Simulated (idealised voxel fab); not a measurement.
process module | voxel released beams
Each square cell in cross-section cut measures 5 nm, and the section as a whole is 285 nm wide.
We lay out every cross-section as a grid of square cells and spell it out in bands from the top down, where one band means one or more rows of cells.
For a band, the entry starts with two heights in nm, that of the top and then that of the bottom, and carries on with the band's materials in order from left to right, each alongside its width in nm; the word "everywhere" beside a single material means it fills the band edge to edge, and "blank" means empty space.
For the purposes of this specification, 0 denotes the height below which the wafer in its as-received condition is composed wholly of one material, and the lowermost band, lacking a lower limit, extends downward without end, as expressed in "top 0, no bottom".
Think of "30->40" as a width that walks from the first number to the second as you go down the band, top row to bottom row, taking equal-sized steps from row to row.
What does "stayed the same" mean for a step? It means no cell of the cross-section changed in that step.
Closed-off voids of 8+ cells (no open route to the top) go in "Completely sealed voids", written width x height at distance from the left edge, in nm.
On each step's line, the part that comes after the settings is the simulator's own comment on the step.
If you see "overlay nm" on a step's line and that step has a mask, it's telling you how far right of where it was planned the mask ended up; a negative number means it went left instead.

[Process steps (planned)]
1,RECEIVE (material Si)
2,CONFORMAL_DEP (material SiN; thk nm 5)
3,DIRECTIONAL_DEP (material SiO2; thk nm 15)
4,PATTERN (tone open; mask id ANCHOR; material resist; width nm 35; thk nm 20; overlay nm 0)
5,DIRECTIONAL_ETCH (etch materials SiO2; depth nm 15)
6,STRIP (etch materials resist)
7,CONFORMAL_DEP (material polySi; thk nm 15)
8,DIRECTIONAL_DEP (material aC; thk nm 15)
9,PATTERN (tone cover; mask id BEAM; material resist; width nm 100; thk nm 30; overlay nm 0)
10,DIRECTIONAL_ETCH (etch materials aC; depth nm 15)
11,STRIP (etch materials resist)
12,DIRECTIONAL_ETCH (etch materials polySi; depth nm 15)
13,STRIP (etch materials aC)
14,STRIP (etch materials SiO2)

[First wafer of two (run as planned)]

[as received, after step 1]
	top 0, no bottom = Si everywhere
	Completely sealed voids: none

[Once step 2 is through, the wafer looks like this in cross-section]
	top 5, bottom 0 = SiN everywhere
	For the remainder of the cross-section, below 0, there is no change.

[Once step 3 is through, the wafer looks like this in cross-section]
	top 20, bottom 5 = SiO2 everywhere
	For the remainder of the cross-section, below 5, there is no change.

[Once step 4 is through, the wafer looks like this in cross-section]
	top 40, bottom 20 = 95 resist, 35 blank, 155 resist
	For the remainder of the cross-section, below 20, there is no change.

[Once step 5 is through, the wafer looks like this in cross-section]
	top 40, bottom 20 = 95 resist, 35 blank, 155 resist
	top 20, bottom 5 = 95 SiO2, 35 blank, 155 SiO2
	For the remainder of the cross-section, below 5, there is no change.

[Once step 6 is through, the wafer looks like this in cross-section]
	top 20, bottom 5 = 95 SiO2, 35 blank, 155 SiO2
	For the remainder of the cross-section, below 5, there is no change.

[Once step 7 is through, the wafer looks like this in cross-section]
	top 35, bottom 20 = 110 polySi, 5 blank, 170 polySi
	top 20, bottom 5 = 95 SiO2, 35 polySi, 155 SiO2
	For the remainder of the cross-section, below 5, there is no change.

[Once step 8 is through, the wafer looks like this in cross-section]
	top 50, bottom 35 = 110 aC, 5 blank, 170 aC
	top 35, bottom 20 = 110 polySi, 5 aC, 170 polySi
	For the remainder of the cross-section, below 20, there is no change.

[Once step 9 is through, the wafer looks like this in cross-section]
	top 80, bottom 50 = 90 blank, 100 resist, 95 blank
	top 50, bottom 35 = 110 aC, 5 resist, 170 aC
	For the remainder of the cross-section, below 35, there is no change.

[Once step 10 is through, the wafer looks like this in cross-section]
	top 65, bottom 50 = 90 blank, 100 resist, 95 blank
	top 50, bottom 35 = 90 blank, 20 aC, 5 resist, 75 aC, 95 blank
	For the remainder of the cross-section, below 35, there is no change.

[Once step 11 is through, the wafer looks like this in cross-section]
	top 50, bottom 35 = 90 blank, 20 aC, 5 blank, 75 aC, 95 blank
	For the remainder of the cross-section, below 35, there is no change.

[Once step 12 is through, the wafer looks like this in cross-section]
	top 50, bottom 35 = 90 blank, 20 aC, 5 blank, 75 aC, 95 blank
	top 35, bottom 20 = 90 blank, 20 polySi, 5 aC, 75 polySi, 95 blank
	For the remainder of the cross-section, below 20, there is no change.

[Once step 13 is through, the wafer looks like this in cross-section]
	top 35, bottom 20 = 90 blank, 20 polySi, 5 blank, 75 polySi, 95 blank
	For the remainder of the cross-section, below 20, there is no change.

[Once step 14 is through, the wafer looks like this in cross-section]
	top 35, bottom 20 = 90 blank, 20 polySi, 5 blank, 75 polySi, 95 blank
	top 20, bottom 5 = 95 blank, 35 polySi, 155 blank
	For the remainder of the cross-section, below 5, there is no change.

[second wafer: like start, like plan, one mistake. Through step 8 it matches the first wafer]

[when step 9 should have ended]
	top 80, bottom 50 = 95 blank, 90 resist, 100 blank
	top 50, bottom 35 = 110 aC, 5 resist, 170 aC
	For the remainder of the cross-section, below 35, there is no change.

[when step 10 should have ended]
	top 65, bottom 50 = 95 blank, 90 resist, 100 blank
	top 50, bottom 35 = 95 blank, 15 aC, 5 resist, 70 aC, 100 blank
	For the remainder of the cross-section, below 35, there is no change.

[when step 11 should have ended]
	top 50, bottom 35 = 95 blank, 15 aC, 5 blank, 70 aC, 100 blank
	For the remainder of the cross-section, below 35, there is no change.

[when step 12 should have ended]
	top 50, bottom 35 = 95 blank, 15 aC, 5 blank, 70 aC, 100 blank
	top 35, bottom 20 = 95 blank, 15 polySi, 5 aC, 70 polySi, 100 blank
	For the remainder of the cross-section, below 20, there is no change.

[when step 13 should have ended]
	top 35, bottom 20 = 95 blank, 15 polySi, 5 blank, 70 polySi, 100 blank
	For the remainder of the cross-section, below 20, there is no change.

[when step 14 should have ended]
	top 35, bottom 20 = 95 blank, 15 polySi, 5 blank, 70 polySi, 100 blank
	top 20, bottom 5 = 95 blank, 35 polySi, 155 blank
	For the remainder of the cross-section, below 5, there is no change.
What broke from the plan during processing? so step 9 ended up running with a different setting than we planned, it ran as PATTERN (tone cover; mask id BEAM; material resist; width nm 90; thk nm 30; overlay nm 0)
Count the cells at the end and the second wafer has more or fewer of some materials than the first: 6 fewer of polySi
